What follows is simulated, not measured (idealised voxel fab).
The document below concerns the process module designated voxel fin reveal.
FYI the section here is cut, 245 nm wide, cells are 5 nm squares.
The cross-sections in this document take the form of a grid made of square cells. They are written out as bands, in order from top to bottom. Each band consists of one or more rows of cells. Band entry format. Leading values: height of top, height of bottom, nm. Remainder: materials in left-to-right order, each with its width in nm. Special words: "all across" on a single material, which then fills the band edge to edge; "air", empty space. Basically, 0 is our baseline, since under it the wafer straight out of the box is all one material. The bottom band has no lower end and keeps on going down, so it looks like "0 nm and below". Per-row width for "30 to 40": begins at first number (top row of band), ends at second number (bottom row), increment between rows held constant. Where the words "stayed the same" appear for a step, the cross-section shows no cell changed by that step; every cell remained as before. Reported under the label "Closed cavities" are the empty spaces having no open way to the top and comprising 8 cells or more; the notation for each is width x height at distance, in which the distance is measured from the left edge and all three values are in nm. It should be noted that, on the line of a given step, the content following the step's settings is a remark produced by the simulator itself with respect to that step. A step's line can hold "overlay nm"; with a mask on that step, the setting says how far right of the planned place the mask lay, while a negative setting says it lay to the left.

[Intended process steps]
1. RECEIVE: material Si
2. CONFORMAL_DEP: material SiN, thk nm 10
3. PATTERN: tone cover, mask id FINS, material resist, width nm 15, pitch nm 45, thk nm 15, overlay nm 0
4. DIRECTIONAL_ETCH: etch materials SiN, depth nm 10
5. DIRECTIONAL_ETCH: etch materials Si, depth nm 35
6. STRIP: etch materials resist
7. OXIDIZE: depth nm 5
8. FILL_DEP: material SiO2, thk nm 5
9. CMP: height nm 10
10. SELECTIVE_ETCH: etch materials SiO2, depth nm 25
11. STRIP: etch materials SiN
12. CONFORMAL_DEP: material SiO2, thk nm 5

[So this is the incoming wafer in cross-section - it's already been through step 1]
> 0 nm and below = Si all across
> Closed cavities: none

[Look at the cross-section after the module: the wafer started out the way shown above and the plan was the one shown above, yet one mistake was made along the way]
> 5 nm to 0 nm = SiO2 45, air 15, SiO2 30, air 15, SiO2 30, air 15, SiO2 30, air 15, SiO2 50
> 0 nm to -10 nm = Si 40, SiO2 5, air 15, SiO2 5, Si 20, SiO2 5, air 15, SiO2 5, Si 20, SiO2 5, air 15, SiO2 5, Si 20, SiO2 5, air 15, SiO2 5, Si 45
> -10 nm to -40 nm = Si 40, SiO2 25, Si 20, SiO2 25, Si 20, SiO2 25, Si 20, SiO2 25, Si 45
> -40 nm and below = Si all across
> Closed cavities: none
Which mistake was made when the wafer was run? step 3 ran with different settings than intended, the actual operation and settings being PATTERN: tone open, mask id FINS, material resist, width nm 15, pitch nm 45, thk nm 15, overlay nm 0
